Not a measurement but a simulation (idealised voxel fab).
The document below concerns the process module designated voxel spacer lines.
In the cross-section labelled cut, the width is 250 nm and each square cell is 5 nm.
Cross-section format: a grid of square cells, given as bands from top to bottom; each band is one or more rows of cells. It is stipulated that each band's entry specify, in nanometres, the height of the top of the band and then that of its bottom, followed by the materials of the band in left-to-right sequence, each together with its width in nanometres. A single material marked by the word "edge to edge" is understood to fill the band from edge to edge; the word "blank" is understood to denote empty space. All heights in this document are referenced to 0, defined as the level beneath which the wafer, as received, consists entirely of one material. The lowest band is not bounded below; it extends indefinitely downward and is written in the form "0 and below". It should be noted that a width expressed as "30..40" varies in equal increments from row to row of cells within the band, taking the value of the first number at the top row and that of the second number at the bottom row. For the purposes of this document, the phrase "identical to before" attached to a step denotes that no cell within the cross-section was modified by that step. "Unvented internal voids": empty spaces of 8 cells or more with no open way to the top, each given as width x height at distance, distance from the left edge, all in nm. That trailing text on a step's line, after the settings, is the simulator's own remark on the step. The optional step-line setting "overlay nm" applies to steps with a mask and quantifies how far to the right of its planned location the mask lay, a negative value indicating leftward placement.

SO HERE'S THE LINEUP OF PROCESS STEPS WE PLANNED
step 1: RECEIVE: material Si
step 2: CONFORMAL_DEP: material Al2O3, thk nm 10
step 3: DIRECTIONAL_DEP: material SiN, thk nm 20
step 4: DIRECTIONAL_DEP: material aC, thk nm 20
step 5: PATTERN: tone cover, mask id MANDREL, material resist, width nm 15, pitch nm 50, thk nm 30, overlay nm 0
step 6: DIRECTIONAL_ETCH: etch materials aC, depth nm 20
step 7: STRIP: etch materials resist
step 8: CONFORMAL_DEP: material SiO2, thk nm 10
step 9: DIRECTIONAL_ETCH: etch materials SiO2, depth nm 10
step 10: STRIP: etch materials aC
step 11: DIRECTIONAL_ETCH: etch materials SiN, depth nm 20
step 12: STRIP: etch materials SiO2
step 13: FILL_DEP: material lowk, thk nm 5
step 14: CMP: height nm 30

WAFER, FIRST OF TWO, RUN AS PLANNED

CROSS-SECTION, INCOMING MATERIAL, AFTER STEP 1
  0 and below: Si edge to edge
  Unvented internal voids: none

STATE OF THE WAFER AFTER STEP 2, SHOWN IN CROSS-SECTION
  10 down to 0: Al2O3 edge to edge
  Nothing below the height 0 has changed.

STATE OF THE WAFER AFTER STEP 3, SHOWN IN CROSS-SECTION
  30 down to 10: SiN edge to edge
  Nothing below the height 10 has changed.

STATE OF THE WAFER AFTER STEP 4, SHOWN IN CROSS-SECTION
  50 down to 30: aC edge to edge
  Nothing below the height 30 has changed.

STATE OF THE WAFER AFTER STEP 5, SHOWN IN CROSS-SECTION
  80 down to 50: blank: 65 | resist: 15 | blank: 35 | resist: 15 | blank: 35 | resist: 15 | blank: 70
  Nothing below the height 50 has changed.

STATE OF THE WAFER AFTER STEP 6, SHOWN IN CROSS-SECTION
  60 down to 50: blank: 65 | resist: 15 | blank: 35 | resist: 15 | blank: 35 | resist: 15 | blank: 70
  50 down to 30: blank: 65 | aC: 15 | blank: 35 | aC: 15 | blank: 35 | aC: 15 | blank: 70
  Nothing below the height 30 has changed.

STATE OF THE WAFER AFTER STEP 7, SHOWN IN CROSS-SECTION
  50 down to 30: blank: 65 | aC: 15 | blank: 35 | aC: 15 | blank: 35 | aC: 15 | blank: 70
  Nothing below the height 30 has changed.

STATE OF THE WAFER AFTER STEP 8, SHOWN IN CROSS-SECTION
  60 down to 50: blank: 55 | SiO2: 35 | blank: 15 | SiO2: 35 | blank: 15 | SiO2: 35 | blank: 60
  50 down to 40: blank: 55 | SiO2: 10 | aC: 15 | SiO2: 10 | blank: 15 | SiO2: 10 | aC: 15 | SiO2: 10 | blank: 15 | SiO2: 10 | aC: 15 | SiO2: 10 | blank: 60
  40 down to 30: SiO2: 65 | aC: 15 | SiO2: 35 | aC: 15 | SiO2: 35 | aC: 15 | SiO2: 70
  Nothing below the height 30 has changed.

STATE OF THE WAFER AFTER STEP 9, SHOWN IN CROSS-SECTION
  50 down to 30: blank: 55 | SiO2: 10 | aC: 15 | SiO2: 10 | blank: 15 | SiO2: 10 | aC: 15 | SiO2: 10 | blank: 15 | SiO2: 10 | aC: 15 | SiO2: 10 | blank: 60
  Nothing below the height 30 has changed.

STATE OF THE WAFER AFTER STEP 10, SHOWN IN CROSS-SECTION
  50 down to 30: blank: 55 | SiO2: 10 | blank: 15 | SiO2: 10 | blank: 15 | SiO2: 10 | blank: 15 | SiO2: 10 | blank: 15 | SiO2: 10 | blank: 15 | SiO2: 10 | blank: 60
  Nothing below the height 30 has changed.

STATE OF THE WAFER AFTER STEP 11, SHOWN IN CROSS-SECTION
  50 down to 30: blank: 55 | SiO2: 10 | blank: 15 | SiO2: 10 | blank: 15 | SiO2: 10 | blank: 15 | SiO2: 10 | blank: 15 | SiO2: 10 | blank: 15 | SiO2: 10 | blank: 60
  30 down to 10: blank: 55 | SiN: 10 | blank: 15 | SiN: 10 | blank: 15 | SiN: 10 | blank: 15 | SiN: 10 | blank: 15 | SiN: 10 | blank: 15 | SiN: 10 | blank: 60
  Nothing below the height 10 has changed.

STATE OF THE WAFER AFTER STEP 12, SHOWN IN CROSS-SECTION
  30 down to 10: blank: 55 | SiN: 10 | blank: 15 | SiN: 10 | blank: 15 | SiN: 10 | blank: 15 | SiN: 10 | blank: 15 | SiN: 10 | blank: 15 | SiN: 10 | blank: 60
  Nothing below the height 10 has changed.

STATE OF THE WAFER AFTER STEP 13, SHOWN IN CROSS-SECTION
  35 down to 30: lowk edge to edge
  30 down to 10: lowk: 55 | SiN: 10 | lowk: 15 | SiN: 10 | lowk: 15 | SiN: 10 | lowk: 15 | SiN: 10 | lowk: 15 | SiN: 10 | lowk: 15 | SiN: 10 | lowk: 60
  Nothing below the height 10 has changed.

STATE OF THE WAFER AFTER STEP 14, SHOWN IN CROSS-SECTION
  30 down to 10: lowk: 55 | SiN: 10 | lowk: 15 | SiN: 10 | lowk: 15 | SiN: 10 | lowk: 15 | SiN: 10 | lowk: 15 | SiN: 10 | lowk: 15 | SiN: 10 | lowk: 60
  Nothing below the height 10 has changed.

WAFER TWO: LIKE WAFER ONE IN START AND PLAN, BUT WITH ONE MISTAKE IN EXECUTION; IDENTICAL UP TO AND INCLUDING STEP 2

CROSS-SECTION OF THE SECOND WAFER AT THE TIME BY WHICH STEP 3 SHOULD HAVE BEEN COMPLETED ACCORDING TO THE PLAN
  30 down to 10: aC edge to edge
  Nothing below the height 10 has changed.

CROSS-SECTION OF THE SECOND WAFER AT THE TIME BY WHICH STEP 4 SHOULD HAVE BEEN COMPLETED ACCORDING TO THE PLAN
  50 down to 30: SiN edge to edge
  Nothing below the height 30 has changed.

CROSS-SECTION OF THE SECOND WAFER AT THE TIME BY WHICH STEP 5 SHOULD HAVE BEEN COMPLETED ACCORDING TO THE PLAN
  80 down to 50: blank: 65 | resist: 15 | blank: 35 | resist: 15 | blank: 35 | resist: 15 | blank: 70
  Nothing below the height 50 has changed.

CROSS-SECTION OF THE SECOND WAFER AT THE TIME BY WHICH STEP 6 SHOULD HAVE BEEN COMPLETED ACCORDING TO THE PLAN
  60 down to 50: blank: 65 | resist: 15 | blank: 35 | resist: 15 | blank: 35 | resist: 15 | blank: 70
  Nothing below the height 50 has changed.

CROSS-SECTION OF THE SECOND WAFER AT THE TIME BY WHICH STEP 7 SHOULD HAVE BEEN COMPLETED ACCORDING TO THE PLAN
  50 down to 30: SiN edge to edge
  Nothing below the height 30 has changed.

CROSS-SECTION OF THE SECOND WAFER AT THE TIME BY WHICH STEP 8 SHOULD HAVE BEEN COMPLETED ACCORDING TO THE PLAN
  60 down to 50: SiO2 edge to edge
  Nothing below the height 50 has changed.

CROSS-SECTION OF THE SECOND WAFER AT THE TIME BY WHICH STEP 9 SHOULD HAVE BEEN COMPLETED ACCORDING TO THE PLAN
  50 down to 30: SiN edge to edge
  Nothing below the height 30 has changed.

Cross-section of the second wafer at the time by which step 10 should have been completed according to the plan: identical to before

CROSS-SECTION OF THE SECOND WAFER AT THE TIME BY WHICH STEP 11 SHOULD HAVE BEEN COMPLETED ACCORDING TO THE PLAN
  30 down to 10: aC edge to edge
  Nothing below the height 10 has changed.

Cross-section of the second wafer at the time by which step 12 should have been completed according to the plan: identical to before

CROSS-SECTION OF THE SECOND WAFER AT THE TIME BY WHICH STEP 13 SHOULD HAVE BEEN COMPLETED ACCORDING TO THE PLAN
  35 down to 30: lowk edge to edge
  Nothing below the height 30 has changed.

CROSS-SECTION OF THE SECOND WAFER AT THE TIME BY WHICH STEP 14 SHOULD HAVE BEEN COMPLETED ACCORDING TO THE PLAN
  30 down to 10: aC edge to edge
  Nothing below the height 10 has changed.
Want to know what went wrong? steps 3 and 4: order swapped relative to plan
End check, counted in cells, second wafer has more or fewer of these materials than the first: -48 SiN | +200 aC | -152 lowk
